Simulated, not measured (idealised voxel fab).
Process module in this document: voxel lift off
For reference, the cross-section in this document is cut, with width 295 nm and square cells of 5 nm.
Reading order for cross-sections: top band down to bottom band. Underlying form: a grid of square cells. Band size: one or more rows of cells. Within each band entry, the heights of the top and of the bottom of the band appear first, in that order and in nm; the materials of the band then follow from left to right, each with its corresponding width in nm. The designation "full width" on a single material indicates that it fills the band from edge to edge; the designation "blank" indicates empty space. Convention: height 0 is the level below which the wafer, as received, is all one material. The lowest band does not terminate at the bottom but continues downward, represented as "0 nm and below". Per-row width for "30->40": begins at first number (top row of band), ends at second number (bottom row), increment between rows held constant. The cross-section has no changed cell in any step marked "changes: none". In "Closed void roster" the enclosed voids are listed, meaning empty spaces of 8 cells or larger without any opening to the top. The form is width x height at distance, distance from the left edge, units nm. Post-settings text on a step line: simulator's own remark regarding the step. On any step carrying a mask, the "overlay nm" setting, if present on the step's line, tells how far right of its planned place the mask lay; negative values point to the left.
# Steps in the process plan
1. RECEIVE, material Si
2. CONFORMAL_DEP, material SiN, thk nm 10
3. PATTERN, tone open, mask id LINES, material resist, width nm 25, pitch nm 50, thk nm 30, overlay nm 0
4. DIRECTIONAL_DEP, material Ru, thk nm 15
5. STRIP, etch materials resist
6. CONFORMAL_DEP, material SiN, thk nm 5
# Cross-section of the incoming wafer, state after step 1
	0 nm and below = Si full width
	Closed void roster: none
# Starting wafer: above. Plan: above. Run: one mistake. Cross-section after the module: below
	30 nm to 25 nm = blank (85) | SiN (30) | blank (20) | SiN (30) | blank (20) | SiN (30) | blank (80)
	25 nm to 15 nm = blank (85) | SiN (5) | Ru (20) | SiN (5) | blank (20) | SiN (5) | Ru (20) | SiN (5) | blank (20) | SiN (5) | Ru (20) | SiN (5) | blank (80)
	15 nm to 10 nm = SiN (90) | Ru (20) | SiN (30) | Ru (20) | SiN (30) | Ru (20) | SiN (85)
	10 nm to 0 nm = SiN full width
	0 nm and below = Si full width
	Closed void roster: none
Short version of what went wrong: it should be noted that step 3 was executed with settings other than those planned, the operation and settings actually applied being PATTERN, tone open, mask id LINES, material resist, width nm 20, pitch nm 50, thk nm 30, overlay nm 0
